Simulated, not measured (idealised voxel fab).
Process module, titled voxel wiring stack
Cross-section cut spans 270 nm and uses square cells 5 nm in size.
If you're reading a cross-section in this doc, picture square cells in a grid; it comes to you as bands, top ones listed first down to the bottom, and a band can be one or more rows of cells.
Within each band entry, the heights of the top and of the bottom of the band appear first, in that order and in nm; the materials of the band then follow from left to right, each with its corresponding width in nm. The designation "all across" on a single material indicates that it fills the band from edge to edge; the designation "air" indicates empty space.
Heights are expressed relative to 0, this being the level below which the as-received wafer comprises one material exclusively. The lowest band is unbounded in the downward direction and is denoted as in "from 0 down".
Read "30 to 40" as a graded width: first number on top, second number at the bottom, same change between each pair of neighbouring rows.
The cross-section has no changed cell in any step marked "identical to before".
So "Internal closed voids" is basically the list of trapped voids: any empty space of 8 cells or more that can't reach the top through an opening. They're written width x height at distance, the distance being from the left edge, and it's all nm.
What comes after the settings on a step's line is commentary from the simulator itself on that step.
overlay nm, on a step with a mask: how far to the right of its planned place the mask lay; to the left if negative

THE PROCESS STEPS THAT WERE PLANNED ARE LISTED BELOW
- 1: RECEIVE: material Si
- 2: CONFORMAL_DEP: material SiO2, thk nm 10
- 3: CONFORMAL_DEP: material SiCN, thk nm 5
- 4: DIRECTIONAL_DEP: material SiO2, thk nm 20
- 5: MASKED_ETCH: tone open, mask id METAL_1, width nm 20, pitch nm 45, etch materials SiO2, depth nm 20, overlay nm 0
- 6: MASKED_ETCH: tone open, mask id METAL_1, width nm 20, pitch nm 45, etch materials SiCN, depth nm 5, overlay nm 0
- 7: CONFORMAL_DEP: material TiN, thk nm 5
- 8: FILL_DEP: material Cu, thk nm 10
- 9: CMP: height nm 35
- 10: CONFORMAL_DEP: material SiCN, thk nm 5
- 11: DIRECTIONAL_DEP: material SiO2, thk nm 30
- 12: PATTERN: tone open, mask id METAL_2_HOLES, material resist, width nm 15, pitch nm 90, thk nm 15, overlay nm 0
- 13: DIRECTIONAL_ETCH: etch materials SiO2, depth nm 30
- 14: STRIP: etch materials resist
- 15: DIRECTIONAL_DEP: material aC, thk nm 10
- 16: PATTERN: tone open, mask id METAL_2, material resist, width nm 20, pitch nm 45, thk nm 25, overlay nm 0
- 17: DIRECTIONAL_ETCH: etch materials aC, depth nm 10
- 18: STRIP: etch materials resist
- 19: DIRECTIONAL_ETCH: etch materials SiO2, depth nm 20
- 20: DIRECTIONAL_ETCH: etch materials SiCN, depth nm 5
- 21: STRIP: etch materials aC
- 22: CONFORMAL_DEP: material TiN, thk nm 5
- 23: FILL_DEP: material Cu, thk nm 5
- 24: CMP: height nm 70
- 25: CONFORMAL_DEP: material SiCN, thk nm 5
- 26: DIRECTIONAL_DEP: material SiO2, thk nm 35
- 27: PATTERN: tone open, mask id METAL_3_HOLES, material resist, width nm 15, pitch nm 45, thk nm 15, overlay nm 0
- 28: DIRECTIONAL_ETCH: etch materials SiO2, depth nm 35
- 29: STRIP: etch materials resist
- 30: PATTERN: tone open, mask id METAL_3, material resist, width nm 20, pitch nm 45, thk nm 15, overlay nm 0
- 31: DIRECTIONAL_ETCH: etch materials SiO2, depth nm 20
- 32: DIRECTIONAL_ETCH: etch materials SiCN, depth nm 5
- 33: STRIP: etch materials resist
- 34: CONFORMAL_DEP: material TiN, thk nm 5
- 35: FILL_DEP: material Cu, thk nm 5
- 36: CMP: height nm 110
- 37: CONFORMAL_DEP: material SiCN, thk nm 5
- 38: DIRECTIONAL_DEP: material SiO2, thk nm 20
- 39: DIRECTIONAL_DEP: material aC, thk nm 15
- 40: PATTERN: tone open, mask id PLUG_3, material resist, width nm 15, pitch nm 90, thk nm 35, overlay nm 0
- 41: DIRECTIONAL_ETCH: etch materials aC, depth nm 15
- 42: STRIP: etch materials resist
- 43: DIRECTIONAL_ETCH: etch materials SiO2, depth nm 20
- 44: DIRECTIONAL_ETCH: etch materials SiCN, depth nm 5
- 45: STRIP: etch materials aC
- 46: CONFORMAL_DEP: material TiN, thk nm 5
- 47: FILL_DEP: material Cu, thk nm 5
- 48: CMP: height nm 135
- 49: DIRECTIONAL_DEP: material TiN, thk nm 5
- 50: DIRECTIONAL_DEP: material Ru, thk nm 25
- 51: PATTERN: tone cover, mask id METAL_4, material resist, width nm 20, pitch nm 45, thk nm 20, overlay nm 0
- 52: DIRECTIONAL_ETCH: etch materials Ru, depth nm 25
- 53: DIRECTIONAL_ETCH: etch materials TiN, depth nm 5
- 54: STRIP: etch materials resist
- 55: FILL_DEP: material SiO2, thk nm 5
- 56: CMP: height nm 165
- 57: CONFORMAL_DEP: material SiCN, thk nm 5

RECEIVED-STATE CROSS-SECTION, REFLECTING COMPLETION OF STEP 1
	from 0 down: Si all across
	Internal closed voids: none

HERE'S THE CROSS-SECTION OF THE FIRST OF OUR TWO WAFERS AT THE END OF THE MODULE - IT RAN AS PLANNED
	from 170 to 165: SiCN all across
	from 165 to 140: SiO2=55; Ru=20; SiO2=25; Ru=20; SiO2=25; Ru=20; SiO2=25; Ru=20; SiO2=60
	from 140 to 135: SiO2=55; TiN=20; SiO2=25; TiN=20; SiO2=25; TiN=20; SiO2=25; TiN=20; SiO2=60
	from 135 to 115: SiO2=55; TiN=5; Cu=5; TiN=5; SiO2=75; TiN=5; Cu=5; TiN=5; SiO2=110
	from 115 to 110: SiCN=55; TiN=15; SiCN=75; TiN=15; SiCN=110
	from 110 to 95: SiO2=55; TiN=5; Cu=10; TiN=5; SiO2=25; TiN=5; Cu=10; TiN=5; SiO2=25; TiN=5; Cu=10; TiN=5; SiO2=25; TiN=5; Cu=10; TiN=5; SiO2=60
	from 95 to 90: SiO2=55; TiN=5; Cu=5; TiN=10; SiO2=25; TiN=5; Cu=5; TiN=10; SiO2=25; TiN=5; Cu=5; TiN=10; SiO2=25; TiN=5; Cu=5; TiN=10; SiO2=60
	from 90 to 75: SiO2=55; TiN=5; Cu=5; TiN=5; SiO2=30; TiN=5; Cu=5; TiN=5; SiO2=30; TiN=5; Cu=5; TiN=5; SiO2=30; TiN=5; Cu=5; TiN=5; SiO2=65
	from 75 to 70: SiCN=55; TiN=15; SiCN=30; TiN=15; SiCN=30; TiN=15; SiCN=30; TiN=15; SiCN=65
	from 70 to 55: SiO2=55; TiN=5; Cu=10; TiN=5; SiO2=25; TiN=5; Cu=10; TiN=5; SiO2=25; TiN=5; Cu=10; TiN=5; SiO2=25; TiN=5; Cu=10; TiN=5; SiO2=60
	from 55 to 50: SiO2=55; TiN=5; Cu=5; TiN=10; SiO2=25; TiN=20; SiO2=25; TiN=5; Cu=5; TiN=10; SiO2=25; TiN=20; SiO2=60
	from 50 to 40: SiO2=55; TiN=5; Cu=5; TiN=5; SiO2=75; TiN=5; Cu=5; TiN=5; SiO2=110
	from 40 to 35: SiCN=55; TiN=15; SiCN=75; TiN=15; SiCN=110
	from 35 to 15: SiO2=55; TiN=5; Cu=10; TiN=5; SiO2=25; TiN=5; Cu=10; TiN=5; SiO2=25; TiN=5; Cu=10; TiN=5; SiO2=25; TiN=5; Cu=10; TiN=5; SiO2=60
	from 15 to 10: SiCN=55; TiN=20; SiCN=25; TiN=20; SiCN=25; TiN=20; SiCN=25; TiN=20; SiCN=60
	from 10 to 0: SiO2 all across
	from 0 down: Si all across
	Internal closed voids: none

CROSS-SECTIONAL VIEW: SECOND OF TWO WAFERS, END OF MODULE; START AND PLAN IDENTICAL TO THE FIRST, ONE MISTAKE IN RUNNING
	from 170 to 165: SiCN all across
	from 165 to 140: SiO2=55; Ru=20; SiO2=25; Ru=20; SiO2=25; Ru=20; SiO2=25; Ru=20; SiO2=60
	from 140 to 135: SiO2=55; TiN=20; SiO2=25; TiN=20; SiO2=25; TiN=20; SiO2=25; TiN=20; SiO2=60
	from 135 to 115: SiO2=55; TiN=5; Cu=5; TiN=5; SiO2=75; TiN=5; Cu=5; TiN=5; SiO2=110
	from 115 to 110: SiCN=55; TiN=15; SiCN=75; TiN=15; SiCN=110
	from 110 to 95: SiO2=55; TiN=5; Cu=5; TiN=5; SiO2=30; TiN=5; Cu=5; TiN=5; SiO2=30; TiN=5; Cu=5; TiN=5; SiO2=30; TiN=5; Cu=5; TiN=5; SiO2=65
	from 95 to 90: SiO2=55; TiN=15; SiO2=30; TiN=15; SiO2=30; TiN=15; SiO2=30; TiN=15; SiO2=65
	from 90 to 75: SiO2 all across
	from 75 to 70: SiCN all across
	from 70 to 55: SiO2=55; TiN=5; Cu=10; TiN=5; SiO2=25; TiN=5; Cu=10; TiN=5; SiO2=25; TiN=5; Cu=10; TiN=5; SiO2=25; TiN=5; Cu=10; TiN=5; SiO2=60
	from 55 to 50: SiO2=55; TiN=5; Cu=5; TiN=10; SiO2=25; TiN=20; SiO2=25; TiN=5; Cu=5; TiN=10; SiO2=25; TiN=20; SiO2=60
	from 50 to 40: SiO2=55; TiN=5; Cu=5; TiN=5; SiO2=75; TiN=5; Cu=5; TiN=5; SiO2=110
	from 40 to 35: SiCN=55; TiN=15; SiCN=75; TiN=15; SiCN=110
	from 35 to 15: SiO2=55; TiN=5; Cu=10; TiN=5; SiO2=25; TiN=5; Cu=10; TiN=5; SiO2=25; TiN=5; Cu=10; TiN=5; SiO2=25; TiN=5; Cu=10; TiN=5; SiO2=60
	from 15 to 10: SiCN=55; TiN=20; SiCN=25; TiN=20; SiCN=25; TiN=20; SiCN=25; TiN=20; SiCN=60
	from 10 to 0: SiO2 all across
	from 0 down: Si all across
	Internal closed voids: none
Here's what went sideways: step 26 of the plan saw execution twice
In the final state, the cell counts of the second wafer exceed or fall short of those of the first for the following materials: Cu: 28 fewer | SiCN: 12 more | SiO2: 52 more | TiN: 36 fewer
